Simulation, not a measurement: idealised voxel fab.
process module | voxel gate over fins
cross-section cut | 285 nm wide | cells 5 nm
A cross-section is a grid of square cells, given in bands from the top down. A band is one or more rows of cells.
Each band's line starts with the height of the band's top and of its bottom, in nm. Then come its materials from left to right, each with its width in nm. One material with "throughout" fills the band from edge to edge. "air" is empty space.
Height 0 is the level under which the wafer as received is all one material. The lowest band goes on downwards, as in "0 down".
A width such as "30 to 40" changes by the same amount from each row of cells to the next, from the band's top row to its bottom row.
"no change" after a step means that no cell of the cross-section changed.
closed voids: empty space of 8 cells or more with no open way to the top, each as width x height at its distance from the left edge, in nm
after a step's settings: what the simulator itself notes on the step
overlay nm, on a step with a mask: how far to the right of its planned place the mask lay; to the left if negative
plan
1 op RECEIVE | material Si
2 op CONFORMAL_DEP | material SiN | thk nm 10
3 op PATTERN | tone cover | mask id FINS | material resist | width nm 15 | pitch nm 40 | thk nm 15 | overlay nm 0
4 op DIRECTIONAL_ETCH | etch materials SiN | depth nm 10
5 op DIRECTIONAL_ETCH | etch materials Si | depth nm 30
6 op STRIP | etch materials resist
7 op FILL_DEP | material SiO2 | thk nm 5
8 op CMP | height nm 10
9 op SELECTIVE_ETCH | etch materials SiO2 | depth nm 25
10 op STRIP | etch materials SiN
11 op CONFORMAL_DEP | material HfO2 | thk nm 5
12 op CONFORMAL_DEP | material TiN | thk nm 5
13 op FILL_DEP | material W | thk nm 10
14 op CMP | height nm 15
15 op CONFORMAL_DEP | material SiCN | thk nm 10
first wafer, as planned
as received, after step 1
  0 down: Si throughout
  closed voids: none
after step 2
  10 to 0: SiN throughout
  below 0: unchanged
after step 3
  25 to 10: air 115 | resist 15 | air 25 | resist 15 | air 115
  below 10: unchanged
after step 4
  25 to 10: air 115 | resist 15 | air 25 | resist 15 | air 115
  10 to 0: air 115 | SiN 15 | air 25 | SiN 15 | air 115
  below 0: unchanged
after step 5
  25 to 10: air 115 | resist 15 | air 25 | resist 15 | air 115
  10 to 0: air 115 | SiN 15 | air 25 | SiN 15 | air 115
  0 to -30: air 115 | Si 15 | air 25 | Si 15 | air 115
  below -30: unchanged
after step 6
  10 to 0: air 115 | SiN 15 | air 25 | SiN 15 | air 115
  below 0: unchanged
after step 7
  15 to 10: SiO2 throughout
  10 to 0: SiO2 115 | SiN 15 | SiO2 25 | SiN 15 | SiO2 115
  0 to -30: SiO2 115 | Si 15 | SiO2 25 | Si 15 | SiO2 115
  below -30: unchanged
after step 8
  10 to 0: SiO2 115 | SiN 15 | SiO2 25 | SiN 15 | SiO2 115
  below 0: unchanged
after step 9
  10 to 0: air 115 | SiN 15 | air 25 | SiN 15 | air 115
  0 to -15: air 115 | Si 15 | air 25 | Si 15 | air 115
  below -15: unchanged
after step 10
  0 to -15: air 115 | Si 15 | air 25 | Si 15 | air 115
  below -15: unchanged
after step 11
  5 to 0: air 110 | HfO2 25 | air 15 | HfO2 25 | air 110
  0 to -10: air 110 | HfO2 5 | Si 15 | HfO2 5 | air 15 | HfO2 5 | Si 15 | HfO2 5 | air 110
  -10 to -15: HfO2 115 | Si 15 | HfO2 25 | Si 15 | HfO2 115
  below -15: unchanged
after step 12
  10 to 5: air 105 | TiN 35 | air 5 | TiN 35 | air 105
  5 to 0: air 105 | TiN 5 | HfO2 25 | TiN 5 | air 5 | TiN 5 | HfO2 25 | TiN 5 | air 105
  0 to -5: air 105 | TiN 5 | HfO2 5 | Si 15 | HfO2 5 | TiN 5 | air 5 | TiN 5 | HfO2 5 | Si 15 | HfO2 5 | TiN 5 | air 105
  -5 to -10: TiN 110 | HfO2 5 | Si 15 | HfO2 5 | TiN 15 | HfO2 5 | Si 15 | HfO2 5 | TiN 110
  below -10: unchanged
after step 13
  20 to 10: W throughout
  10 to 5: W 105 | TiN 35 | W 5 | TiN 35 | W 105
  5 to 0: W 105 | TiN 5 | HfO2 25 | TiN 5 | W 5 | TiN 5 | HfO2 25 | TiN 5 | W 105
  0 to -5: W 105 | TiN 5 | HfO2 5 | Si 15 | HfO2 5 | TiN 5 | W 5 | TiN 5 | HfO2 5 | Si 15 | HfO2 5 | TiN 5 | W 105
  below -5: unchanged
after step 14
  15 to 10: W throughout
  below 10: unchanged
after step 15
  25 to 15: SiCN throughout
  below 15: unchanged
second wafer: like start, like plan, one mistake. Through step 9 it matches the first wafer
when step 10 should have ended
  10 to 0: air 115 | SiN 15 | air 25 | SiN 15 | air 115
  0 to -30: air 115 | Si 15 | air 25 | Si 15 | air 115
  below -30: unchanged
when step 11 should have ended
  15 to 10: air 110 | HfO2 25 | air 15 | HfO2 25 | air 110
  10 to 0: air 110 | HfO2 5 | SiN 15 | HfO2 5 | air 15 | HfO2 5 | SiN 15 | HfO2 5 | air 110
  0 to -25: air 110 | HfO2 5 | Si 15 | HfO2 5 | air 15 | HfO2 5 | Si 15 | HfO2 5 | air 110
  -25 to -30: HfO2 115 | Si 15 | HfO2 25 | Si 15 | HfO2 115
  below -30: unchanged
when step 12 should have ended
  20 to 15: air 105 | TiN 35 | air 5 | TiN 35 | air 105
  15 to 10: air 105 | TiN 5 | HfO2 25 | TiN 5 | air 5 | TiN 5 | HfO2 25 | TiN 5 | air 105
  10 to 0: air 105 | TiN 5 | HfO2 5 | SiN 15 | HfO2 5 | TiN 5 | air 5 | TiN 5 | HfO2 5 | SiN 15 | HfO2 5 | TiN 5 | air 105
  0 to -20: air 105 | TiN 5 | HfO2 5 | Si 15 | HfO2 5 | TiN 5 | air 5 | TiN 5 | HfO2 5 | Si 15 | HfO2 5 | TiN 5 | air 105
  -20 to -25: TiN 110 | HfO2 5 | Si 15 | HfO2 5 | TiN 15 | HfO2 5 | Si 15 | HfO2 5 | TiN 110
  below -25: unchanged
when step 13 should have ended
  30 to 20: W throughout
  20 to 15: W 105 | TiN 35 | W 5 | TiN 35 | W 105
  15 to 10: W 105 | TiN 5 | HfO2 25 | TiN 5 | W 5 | TiN 5 | HfO2 25 | TiN 5 | W 105
  10 to 0: W 105 | TiN 5 | HfO2 5 | SiN 15 | HfO2 5 | TiN 5 | W 5 | TiN 5 | HfO2 5 | SiN 15 | HfO2 5 | TiN 5 | W 105
  0 to -20: W 105 | TiN 5 | HfO2 5 | Si 15 | HfO2 5 | TiN 5 | W 5 | TiN 5 | HfO2 5 | Si 15 | HfO2 5 | TiN 5 | W 105
  below -20: unchanged
when step 14 should have ended
  15 to 10: W 105 | TiN 5 | HfO2 25 | TiN 5 | W 5 | TiN 5 | HfO2 25 | TiN 5 | W 105
  below 10: unchanged
when step 15 should have ended
  25 to 15: SiCN throughout
  below 15: unchanged
what went wrong: step 10 ran as: op STRIP | etch materials SiO2
at the end the second wafer has, in cells: 20 more of HfO2 | 12 more of SiN | 153 fewer of SiO2 | 6 more of TiN | 115 more of W
